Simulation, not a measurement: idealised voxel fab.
The document below concerns the process module designated voxel wiring stack.
The width of the displayed cross-section, cut, is 180 nm; its cells are square, with a size of 5 nm.
Each cross-section below is a grid of square cells, stated as bands in top-down order, with one or more rows of cells making up each band.
This entry defines a band. It first specifies the height of the band's top and the height of its bottom in nm, and then specifies the band's materials from left to right, stating each material with its width in nm. The word "throughout" identifies a single material that fills the band from edge to edge, while the word "air" identifies empty space.
We count height from 0. Below that, the starting wafer is all one material. The lowest band never ends at the bottom but goes on down; see "0 nm and below" for how that is written.
A width given as "30->40" starts at the first number in the band's top row and ends at the second number in its bottom row, shifting by an equal amount at every step from row to row.
Any step labelled "no modification" changed none of the cells in the cross-section.
The entry titled "Voids, enclosed" provides the empty spaces that have no open way to the top, restricted to those of 8 cells or more. Each is presented as width x height at distance, the distance being measured from the left edge, with all three in nm.
Post-settings text on a step line: simulator's own remark regarding the step.
overlay nm: step with mask; distance mask lay right of planned place; negative value = left of planned place.

### Intended process steps
- 1: RECEIVE: material Si
- 2: CONFORMAL_DEP: material SiO2, thk nm 10
- 3: DIRECTIONAL_DEP: material TiN, thk nm 5
- 4: DIRECTIONAL_DEP: material Ru, thk nm 15
- 5: MASKED_ETCH: tone cover, mask id METAL_1, width nm 30, pitch nm 50, etch materials Ru, depth nm 15, overlay nm 0
- 6: MASKED_ETCH: tone cover, mask id METAL_1, width nm 30, pitch nm 50, etch materials TiN, depth nm 5, overlay nm 0
- 7: CONFORMAL_DEP: material SiCN, thk nm 5
- 8: FILL_DEP: material SiO2, thk nm 10
- 9: CMP: height nm 30
- 10: CONFORMAL_DEP: material SiCN, thk nm 5
- 11: DIRECTIONAL_DEP: material SiO2, thk nm 30
- 12: MASKED_ETCH: tone open, mask id METAL_2_HOLES, width nm 15, pitch nm 50, etch materials SiO2, depth nm 30, overlay nm 0
- 13: PATTERN: tone open, mask id METAL_2, material resist, width nm 30, pitch nm 50, thk nm 20, overlay nm 0
- 14: DIRECTIONAL_ETCH: etch materials SiO2, depth nm 20
- 15: DIRECTIONAL_ETCH: etch materials SiCN, depth nm 5
- 16: STRIP: etch materials resist
- 17: CONFORMAL_DEP: material TiN, thk nm 5
- 18: FILL_DEP: material Ru, thk nm 5
- 19: CMP: height nm 65
- 20: CONFORMAL_DEP: material SiCN, thk nm 5
- 21: DIRECTIONAL_DEP: material SiO2, thk nm 25
- 22: PATTERN: tone open, mask id METAL_3, material resist, width nm 30, pitch nm 50, thk nm 20, overlay nm 0
- 23: DIRECTIONAL_ETCH: etch materials SiO2, depth nm 15
- 24: STRIP: etch materials resist
- 25: MASKED_ETCH: tone open, mask id METAL_3_HOLES, width nm 15, etch materials SiO2, depth nm 10, overlay nm 0
- 26: MASKED_ETCH: tone open, mask id METAL_3_HOLES, width nm 15, etch materials SiCN, depth nm 5, overlay nm 0
- 27: CONFORMAL_DEP: material TiN, thk nm 5
- 28: FILL_DEP: material Ru, thk nm 10
- 29: CMP: height nm 95
- 30: CONFORMAL_DEP: material SiCN, thk nm 5
- 31: DIRECTIONAL_DEP: material lowk, thk nm 35
- 32: MASKED_ETCH: tone open, mask id METAL_4, width nm 30, pitch nm 50, etch materials lowk, depth nm 20, overlay nm 0
- 33: MASKED_ETCH: tone open, mask id METAL_4_HOLES, width nm 15, pitch nm 50, etch materials lowk, depth nm 15, overlay nm 0
- 34: MASKED_ETCH: tone open, mask id METAL_4_HOLES, width nm 15, pitch nm 50, etch materials SiCN, depth nm 5, overlay nm 0
- 35: CONFORMAL_DEP: material TiN, thk nm 5
- 36: FILL_DEP: material Ru, thk nm 5
- 37: CMP: height nm 135
- 38: CONFORMAL_DEP: material SiCN, thk nm 5

### So this is the incoming wafer in cross-section - it's already been through step 1
* 0 nm and below = Si throughout
* Voids, enclosed: none

### Result of the module, cross-sectioned: start per above, plan per above, one error in how it was run
* 140 nm to 135 nm = SiCN throughout
* 135 nm to 120 nm = 50 of lowk  5 of TiN  20 of Ru  5 of TiN  20 of lowk  5 of TiN  20 of Ru  5 of TiN  50 of lowk
* 120 nm to 115 nm = 50 of lowk  5 of TiN  5 of Ru  20 of TiN  20 of lowk  5 of TiN  5 of Ru  20 of TiN  50 of lowk
* 115 nm to 100 nm = 50 of lowk  5 of TiN  5 of Ru  5 of TiN  35 of lowk  5 of TiN  5 of Ru  5 of TiN  65 of lowk
* 100 nm to 95 nm = 50 of SiCN  15 of TiN  35 of SiCN  15 of TiN  65 of SiCN
* 95 nm to 85 nm = 50 of SiO2  5 of TiN  20 of Ru  5 of TiN  20 of SiO2  5 of TiN  20 of Ru  5 of TiN  50 of SiO2
* 85 nm to 80 nm = 50 of SiO2  5 of TiN  5 of Ru  20 of TiN  20 of SiO2  30 of TiN  50 of SiO2
* 80 nm to 70 nm = 50 of SiO2  5 of TiN  5 of Ru  5 of TiN  115 of SiO2
* 70 nm to 65 nm = 50 of SiCN  15 of TiN  115 of SiCN
* 65 nm to 60 nm = 50 of SiO2  5 of TiN  5 of Ru  20 of TiN  20 of SiO2  5 of TiN  5 of Ru  20 of TiN  50 of SiO2
* 60 nm to 50 nm = 50 of SiO2  5 of TiN  5 of Ru  5 of TiN  35 of SiO2  5 of TiN  5 of Ru  5 of TiN  65 of SiO2
* 50 nm to 45 nm = 50 of SiCN  15 of TiN  35 of SiCN  15 of TiN  65 of SiCN
* 45 nm to 35 nm = SiO2 throughout
* 35 nm to 30 nm = 45 of SiO2  40 of SiCN  10 of SiO2  40 of SiCN  45 of SiO2
* 30 nm to 15 nm = 45 of SiO2  5 of SiCN  30 of Ru  5 of SiCN  10 of SiO2  5 of SiCN  30 of Ru  5 of SiCN  45 of SiO2
* 15 nm to 10 nm = 50 of SiCN  30 of TiN  20 of SiCN  30 of TiN  50 of SiCN
* 10 nm to 0 nm = SiO2 throughout
* 0 nm and below = Si throughout
* Voids, enclosed: none
Short version of what went wrong: step 9 of the plan was jumped over and never run
